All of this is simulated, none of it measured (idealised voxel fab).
Herein follows the process module entitled voxel self aligned contacts.
Shown is cross-section cut, with a width of 185 nm and square cells of size 5 nm.
How to read a cross-section here: the picture is a grid of square cells, written as bands going from the top down, and any band can span one or more rows of cells. In this notation a band is specified by the heights of its top and bottom, in that order and in nm, after which its materials appear from left to right, each paired with its width in nm. The word "throughout" attached to a single material means that material fills the band from edge to edge; the word "blank" stands for empty space. Height datum 0, below which the as-received substrate wafer is one material. Lowest band open at the bottom, running downward: "from 0 down". The notation "30->40" denotes a width that varies across the rows of cells in the band, beginning at the first number in the top row, finishing at the second number in the bottom row, and changing by an identical amount from each row to the next. The designation "no alteration", where it is given for a processing step, indicates that no cell of the cross-section was altered in the course of that step. The entry titled "Closed void entries" provides the empty spaces that have no open way to the top, restricted to those of 8 cells or more. Each is presented as width x height at distance, the distance being measured from the left edge, with all three in nm. The remark found on a step's line after its settings is issued by the simulator itself and pertains to that step. Among the settings permitted on a step's line is "overlay nm"; applied to a step with a mask, it specifies the extent to which the mask lay to the right of its planned position, whereas a negative figure signifies a position to the left.
Below is the list of planned process steps
- 1: op RECEIVE | material Si
- 2: op OXIDIZE | depth nm 5
- 3: op DIRECTIONAL_DEP | material polySi | thk nm 25
- 4: op DIRECTIONAL_DEP | material SiN | thk nm 25
- 5: op DIRECTIONAL_DEP | material aC | thk nm 10
- 6: op PATTERN | tone cover | mask id GATE | material resist | width nm 25 | pitch nm 65 | thk nm 30 | overlay nm 0
- 7: op DIRECTIONAL_ETCH | etch materials aC | depth nm 10
- 8: op STRIP | etch materials resist
- 9: op DIRECTIONAL_ETCH | etch materials SiN | depth nm 25
- 10: op DIRECTIONAL_ETCH | etch materials polySi | depth nm 25
- 11: op STRIP | etch materials aC
- 12: op CONFORMAL_DEP | material SiN | thk nm 10
- 13: op DIRECTIONAL_ETCH | etch materials SiN | depth nm 10
- 14: op FILL_DEP | material SiO2 | thk nm 20
- 15: op CMP | height nm 60
- 16: op MASKED_ETCH | tone open | mask id CONTACT | width nm 50 | pitch nm 65 | etch materials SiO2 | depth nm 65 | overlay nm 0
- 17: op CONFORMAL_DEP | material TiN | thk nm 5
- 18: op FILL_DEP | material W | thk nm 5
- 19: op CMP | height nm 60
- 20: op CONFORMAL_DEP | material SiCN | thk nm 5
Cross-sectional view of the wafer in its as-received condition, corresponding to the state after step 1
from 0 down: Si throughout
Closed void entries: none
End-of-module cross-section of the first of two wafers, processed as planned
from 65 to 60: SiCN throughout
from 60 to 50: 35 SiO2, then 5->20 TiN, then 40->10 W, then 5->20 TiN, then 15 SiO2, then 5->20 TiN, then 40->10 W, then 5->20 TiN, then 35 SiO2
from 50 to 25: 5 SiO2, then 45 SiN, then 5 TiN, then 10 W, then 5 TiN, then 45 SiN, then 5 TiN, then 10 W, then 5 TiN, then 45 SiN, then 5 SiO2
from 25 to 0: 5 SiO2, then 10 SiN, then 25 polySi, then 10 SiN, then 5 TiN, then 10 W, then 5 TiN, then 10 SiN, then 25 polySi, then 10 SiN, then 5 TiN, then 10 W, then 5 TiN, then 10 SiN, then 25 polySi, then 10 SiN, then 5 SiO2
from 0 to -5: 50 SiO2, then 20 TiN, then 45 SiO2, then 20 TiN, then 50 SiO2
from -5 down: Si throughout
Closed void entries: none
This cross-section belongs to the second wafer of two at the end of the module; the start and the plan were shared with the first, and the run included one mistake
from 65 to 60: SiCN throughout
from 60 to 55: 35 SiO2, then 5 TiN, then 40 W, then 5 TiN, then 15 SiO2, then 5 TiN, then 40 W, then 5 TiN, then 35 SiO2
from 55 to 50: 35 SiO2, then 50 TiN, then 15 SiO2, then 50 TiN, then 35 SiO2
from 50 to 25: 25 SiN, then 5 SiO2, then 60 SiN, then 5 SiO2, then 60 SiN, then 5 SiO2, then 25 SiN
from 25 to 0: 15 polySi, then 10 SiN, then 5 SiO2, then 10 SiN, then 40 polySi, then 10 SiN, then 5 SiO2, then 10 SiN, then 40 polySi, then 10 SiN, then 5 SiO2, then 10 SiN, then 15 polySi
from 0 to -5: SiO2 throughout
from -5 down: Si throughout
Closed void entries: none
what went wrong: it should be noted that step 6 was executed with settings other than those planned, the operation and settings actually applied being op PATTERN | tone open | mask id GATE | material resist | width nm 25 | pitch nm 65 | thk nm 30 | overlay nm 0
Final difference in cells, second wafer against first, listed per material as more or fewer: 35 more of SiN | 18 more of SiO2 | 44 fewer of TiN | 44 fewer of W | 35 more of polySi
